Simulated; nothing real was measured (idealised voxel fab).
process module | voxel transistor to metal
cross-section cut | 300 nm wide | cells 5 nm
A cross-section is a grid of square cells, given in bands from the top down. A band is one or more rows of cells.
Each band's line starts with the height of the band's top and of its bottom, in nm. Then come its materials from left to right, each with its width in nm. One material with "throughout" fills the band from edge to edge. "air" is empty space.
Height 0 is the level under which the wafer as received is all one material. The lowest band goes on downwards, as in "0 down".
A width such as "30 to 40" changes by the same amount from each row of cells to the next, from the band's top row to its bottom row.
"no change" after a step means that no cell of the cross-section changed.
closed voids: empty space of 8 cells or more with no open way to the top, each as width x height at its distance from the left edge, in nm
after a step's settings: what the simulator itself notes on the step
overlay nm, on a step with a mask: how far to the right of its planned place the mask lay; to the left if negative
plan
1 op RECEIVE | material Si
2 op OXIDIZE | depth nm 5
3 op CONFORMAL_DEP | material SiN | thk nm 15
4 op DIRECTIONAL_DEP | material aC | thk nm 15
5 op PATTERN | tone cover | mask id ACTIVE | material resist | width nm 95 | pitch nm 125 | thk nm 35 | overlay nm 0
6 op DIRECTIONAL_ETCH | etch materials aC | depth nm 15
7 op STRIP | etch materials resist
8 op DIRECTIONAL_ETCH | etch materials SiN | depth nm 15
9 op DIRECTIONAL_ETCH | etch materials SiO2 | depth nm 5
10 op DIRECTIONAL_ETCH | etch materials Si | depth nm 30
11 op STRIP | etch materials aC
12 op FILL_DEP | material SiO2 | thk nm 15
13 op CMP | height nm 15
14 op SELECTIVE_ETCH | etch materials SiO2 | depth nm 10
15 op STRIP | etch materials SiN
16 op SELECTIVE_ETCH | etch materials SiO2 | depth nm 5
17 op OXIDIZE | depth nm 5
18 op DIRECTIONAL_DEP | material polySi | thk nm 20
19 op DIRECTIONAL_DEP | material SiCN | thk nm 15
20 op MASKED_ETCH | tone cover | mask id GATE | width nm 25 | pitch nm 125 | etch materials SiCN | depth nm 25 | overlay nm 0
21 op MASKED_ETCH | tone cover | mask id GATE | width nm 25 | pitch nm 125 | etch materials polySi | depth nm 30 | overlay nm 0
22 op CONFORMAL_DEP | material SiN | thk nm 10
23 op DIRECTIONAL_ETCH | etch materials SiN | depth nm 10
24 op DIRECTIONAL_ETCH | etch materials SiO2 | depth nm 5
25 op EPI | material nSi | thk nm 5
26 op FILL_DEP | material SiO2 | thk nm 5
27 op CMP | height nm 15
28 op STRIP | etch materials polySi
29 op SELECTIVE_ETCH | etch materials SiO2 | depth nm 5
30 op CONFORMAL_DEP | material HfO2 | thk nm 5
31 op CONFORMAL_DEP | material TiN | thk nm 5
32 op FILL_DEP | material W | thk nm 5
33 op CMP | height nm 10
34 op DIRECTIONAL_DEP | material SiO2 | thk nm 10
35 op PATTERN | tone open | mask id CONTACT | material resist | width nm 15 | thk nm 20 | overlay nm 0
36 op DIRECTIONAL_ETCH | etch materials SiO2 | depth nm 25
37 op STRIP | etch materials resist
38 op CONFORMAL_DEP | material TiN | thk nm 5
39 op FILL_DEP | material Ru | thk nm 10
40 op CMP | height nm 20
41 op CONFORMAL_DEP | material SiCN | thk nm 5
42 op DIRECTIONAL_DEP | material lowk | thk nm 20
43 op DIRECTIONAL_DEP | material aC | thk nm 10
44 op PATTERN | tone open | mask id METAL_1 | material resist | width nm 15 | thk nm 30 | overlay nm 0
45 op DIRECTIONAL_ETCH | etch materials aC | depth nm 10
46 op STRIP | etch materials resist
47 op DIRECTIONAL_ETCH | etch materials lowk | depth nm 20
48 op DIRECTIONAL_ETCH | etch materials SiCN | depth nm 5
49 op STRIP | etch materials aC
50 op CONFORMAL_DEP | material TiN | thk nm 5
51 op FILL_DEP | material Ru | thk nm 10
52 op CMP | height nm 45
53 op CONFORMAL_DEP | material SiCN | thk nm 5
54 op DIRECTIONAL_DEP | material SiO2 | thk nm 30
55 op PATTERN | tone open | mask id METAL_2 | material resist | width nm 15 | pitch nm 125 | thk nm 15 | overlay nm 0
56 op DIRECTIONAL_ETCH | etch materials SiO2 | depth nm 15
57 op STRIP | etch materials resist
58 op PATTERN | tone open | mask id METAL_2_HOLES | material resist | width nm 15 | pitch nm 125 | thk nm 20 | overlay nm 0
59 op DIRECTIONAL_ETCH | etch materials SiO2 | depth nm 15
60 op DIRECTIONAL_ETCH | etch materials SiCN | depth nm 5
61 op STRIP | etch materials resist
62 op CONFORMAL_DEP | material TiN | thk nm 5
63 op FILL_DEP | material Ru | thk nm 10
64 op CMP | height nm 80
65 op CONFORMAL_DEP | material SiN | thk nm 5
as received, after step 1
  0 down: Si throughout
  closed voids: none
a wafer at the end: this start, this plan, one mistake
  85 to 80: SiN throughout
  80 to 50: SiO2 45 | TiN 5 | Ru 5 | TiN 5 | SiO2 110 | TiN 5 | Ru 5 | TiN 5 | SiO2 115
  50 to 45: SiCN 45 | TiN 15 | SiCN 110 | TiN 15 | SiCN 115
  45 to 25: lowk 45 | TiN 5 | Ru 5 | TiN 5 | lowk 55 | TiN 5 | Ru 5 | TiN 5 | lowk 40 | TiN 5 | Ru 5 | TiN 5 | lowk 55 | TiN 5 | Ru 5 | TiN 5 | lowk 45
  25 to 20: SiCN 45 | TiN 15 | SiCN 55 | TiN 15 | SiCN 40 | TiN 15 | SiCN 55 | TiN 15 | SiCN 45
  20 to 10: SiO2 45 | TiN 5 | Ru 5 | TiN 5 | SiO2 55 | TiN 5 | Ru 5 | TiN 5 | SiO2 40 | TiN 5 | Ru 5 | TiN 5 | SiO2 55 | TiN 5 | Ru 5 | TiN 5 | SiO2 45
  10 to 0: SiO2 45 | TiN 5 | Ru 5 | TiN 5 | SiO2 5 | SiN 10 | TiN 5 | HfO2 5 | W 5 | HfO2 5 | TiN 5 | SiN 10 | SiO2 5 | TiN 5 | Ru 5 | TiN 5 | SiO2 40 | TiN 5 | Ru 5 | TiN 5 | SiO2 5 | SiN 10 | TiN 5 | HfO2 5 | W 5 | HfO2 5 | TiN 5 | SiN 10 | SiO2 5 | TiN 5 | Ru 5 | TiN 5 | SiO2 45
  0 to -5: SiO2 35 | SiN 10 | TiN 15 | SiO2 5 | SiN 10 | TiN 5 | HfO2 15 | TiN 5 | SiN 10 | SiO2 5 | TiN 15 | SiN 10 | SiO2 20 | SiN 10 | TiN 15 | SiO2 5 | SiN 10 | TiN 5 | HfO2 15 | TiN 5 | SiN 10 | SiO2 5 | TiN 15 | SiN 10 | SiO2 35
  -5 to -10: SiO2 45 | nSi 20 | SiO2 5 | TiN 35 | SiO2 5 | nSi 20 | SiO2 40 | nSi 20 | SiO2 5 | TiN 35 | SiO2 5 | nSi 20 | SiO2 45
  -10 to -35: SiO2 40 | Si 95 | SiO2 30 | Si 95 | SiO2 40
  -35 down: Si throughout
  closed voids: none
what went wrong: steps 30 and 31 were swapped
